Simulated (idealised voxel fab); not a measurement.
Name of the process module below: voxel wiring stack
We display cut, a cross-section 280 nm in width whose square cells are each 5 nm.
Reading order for cross-sections: top band down to bottom band. Underlying form: a grid of square cells. Band size: one or more rows of cells. Heads up on the band format: heights come first, top then bottom, in nm. After that it's the materials left to right, each with its width in nm. A single material flagged "everywhere" fills the whole band edge to edge, and "air" means there's empty space there. Ref level 0: as-received wafer is one material below here. Bottom band extends down with no lower bound ("from 0 down"). Width: "30..40" (first number = top row, second number = bottom row, same change from row to row of cells). Where the words "nothing got changed" appear for a step, the cross-section shows no cell changed by that step; every cell remained as before. What "Cavities, sealed" gives you is every empty space of 8 cells or more that is cut off from the top. Each appears as width x height at distance, with the distance taken from the left edge and width, height and distance all in nm. On each step's line, the part that comes after the settings is the simulator's own comment on the step. overlay nm, on a step with a mask: how far to the right of its planned place the mask lay; to the left if negative.
So here's the lineup of process steps we planned
1. RECEIVE [material Si]
2. CONFORMAL_DEP [material SiO2] [thk nm 10]
3. CONFORMAL_DEP [material SiN] [thk nm 5]
4. DIRECTIONAL_DEP [material lowk] [thk nm 25]
5. PATTERN [tone open] [mask id METAL_1] [material resist] [width nm 25] [pitch nm 40] [thk nm 20] [overlay nm 0]
6. DIRECTIONAL_ETCH [etch materials lowk] [depth nm 25]
7. DIRECTIONAL_ETCH [etch materials SiN] [depth nm 5]
8. STRIP [etch materials resist]
9. CONFORMAL_DEP [material TiN] [thk nm 5]
10. FILL_DEP [material W] [thk nm 5]
11. CMP [height nm 40]
12. CONFORMAL_DEP [material SiCN] [thk nm 5]
13. DIRECTIONAL_DEP [material SiO2] [thk nm 30]
14. PATTERN [tone open] [mask id METAL_2_HOLES] [material resist] [width nm 15] [pitch nm 40] [thk nm 20] [overlay nm 0]
15. DIRECTIONAL_ETCH [etch materials SiO2] [depth nm 30]
16. STRIP [etch materials resist]
17. DIRECTIONAL_DEP [material aC] [thk nm 15]
18. PATTERN [tone open] [mask id METAL_2] [material resist] [width nm 25] [pitch nm 40] [thk nm 30] [overlay nm 0]
19. DIRECTIONAL_ETCH [etch materials aC] [depth nm 15]
20. STRIP [etch materials resist]
21. DIRECTIONAL_ETCH [etch materials SiO2] [depth nm 15]
22. DIRECTIONAL_ETCH [etch materials SiCN] [depth nm 5]
23. STRIP [etch materials aC]
24. CONFORMAL_DEP [material TiN] [thk nm 5]
25. FILL_DEP [material Cu] [thk nm 10]
26. CMP [height nm 75]
27. CONFORMAL_DEP [material SiCN] [thk nm 5]
28. DIRECTIONAL_DEP [material lowk] [thk nm 25]
29. PATTERN [tone open] [mask id METAL_3_HOLES] [material resist] [width nm 15] [pitch nm 40] [thk nm 20] [overlay nm 0]
30. DIRECTIONAL_ETCH [etch materials lowk] [depth nm 25]
31. STRIP [etch materials resist]
32. DIRECTIONAL_DEP [material aC] [thk nm 10]
33. PATTERN [tone open] [mask id METAL_3] [material resist] [width nm 25] [pitch nm 40] [thk nm 30] [overlay nm 0]
34. DIRECTIONAL_ETCH [etch materials aC] [depth nm 10]
35. STRIP [etch materials resist]
36. DIRECTIONAL_ETCH [etch materials lowk] [depth nm 15]
37. DIRECTIONAL_ETCH [etch materials SiCN] [depth nm 5]
38. STRIP [etch materials aC]
39. CONFORMAL_DEP [material TiN] [thk nm 5]
40. FILL_DEP [material Cu] [thk nm 10]
41. CMP [height nm 105]
42. CONFORMAL_DEP [material SiCN] [thk nm 5]
Received-state cross-section, reflecting completion of step 1
- from 0 down  Si everywhere
- Cavities, sealed: none
Starting wafer: above. Plan: above. Run: one mistake. Cross-section after the module: below
- from 110 to 105  SiCN everywhere
- from 105 to 95  lowk: 65, TiN: 5, Cu: 15, TiN: 5, lowk: 15, TiN: 5, Cu: 15, TiN: 5, lowk: 15, TiN: 5, Cu: 15, TiN: 5, lowk: 15, TiN: 5, Cu: 15, TiN: 5, lowk: 70
- from 95 to 90  lowk: 65, TiN: 5, Cu: 5, TiN: 15, lowk: 15, TiN: 5, Cu: 5, TiN: 15, lowk: 15, TiN: 5, Cu: 5, TiN: 15, lowk: 15, TiN: 5, Cu: 5, TiN: 15, lowk: 70
- from 90 to 80  lowk: 65, TiN: 5, Cu: 5, TiN: 5, lowk: 25, TiN: 5, Cu: 5, TiN: 5, lowk: 25, TiN: 5, Cu: 5, TiN: 5, lowk: 25, TiN: 5, Cu: 5, TiN: 5, lowk: 80
- from 80 to 75  SiCN: 65, TiN: 15, SiCN: 25, TiN: 15, SiCN: 25, TiN: 15, SiCN: 25, TiN: 15, SiCN: 80
- from 75 to 65  SiO2: 65, TiN: 5, Cu: 15, TiN: 5, SiO2: 15, TiN: 5, Cu: 15, TiN: 5, SiO2: 15, TiN: 5, Cu: 15, TiN: 5, SiO2: 15, TiN: 5, Cu: 15, TiN: 5, SiO2: 70
- from 65 to 60  SiO2: 65, TiN: 5, Cu: 10, TiN: 10, SiO2: 15, TiN: 5, Cu: 10, TiN: 10, SiO2: 15, TiN: 5, Cu: 10, TiN: 10, SiO2: 15, TiN: 5, Cu: 10, TiN: 10, SiO2: 70
- from 60 to 45  SiO2: 65, TiN: 5, Cu: 10, TiN: 5, SiO2: 20, TiN: 5, Cu: 10, TiN: 5, SiO2: 20, TiN: 5, Cu: 10, TiN: 5, SiO2: 20, TiN: 5, Cu: 10, TiN: 5, SiO2: 75
- from 45 to 40  SiCN: 65, TiN: 20, SiCN: 20, TiN: 20, SiCN: 20, TiN: 20, SiCN: 20, TiN: 20, SiCN: 75
- from 40 to 15  lowk: 65, TiN: 5, W: 15, TiN: 5, lowk: 15, TiN: 5, W: 15, TiN: 5, lowk: 15, TiN: 5, W: 15, TiN: 5, lowk: 15, TiN: 5, W: 15, TiN: 5, lowk: 70
- from 15 to 10  SiN: 65, TiN: 25, SiN: 15, TiN: 25, SiN: 15, TiN: 25, SiN: 15, TiN: 25, SiN: 70
- from 10 to 0  SiO2 everywhere
- from 0 down  Si everywhere
- Cavities, sealed: none
what went wrong: step 14 ran with different settings than intended, the actual operation and settings being PATTERN [tone open] [mask id METAL_2_HOLES] [material resist] [width nm 20] [pitch nm 40] [thk nm 20] [overlay nm 0]
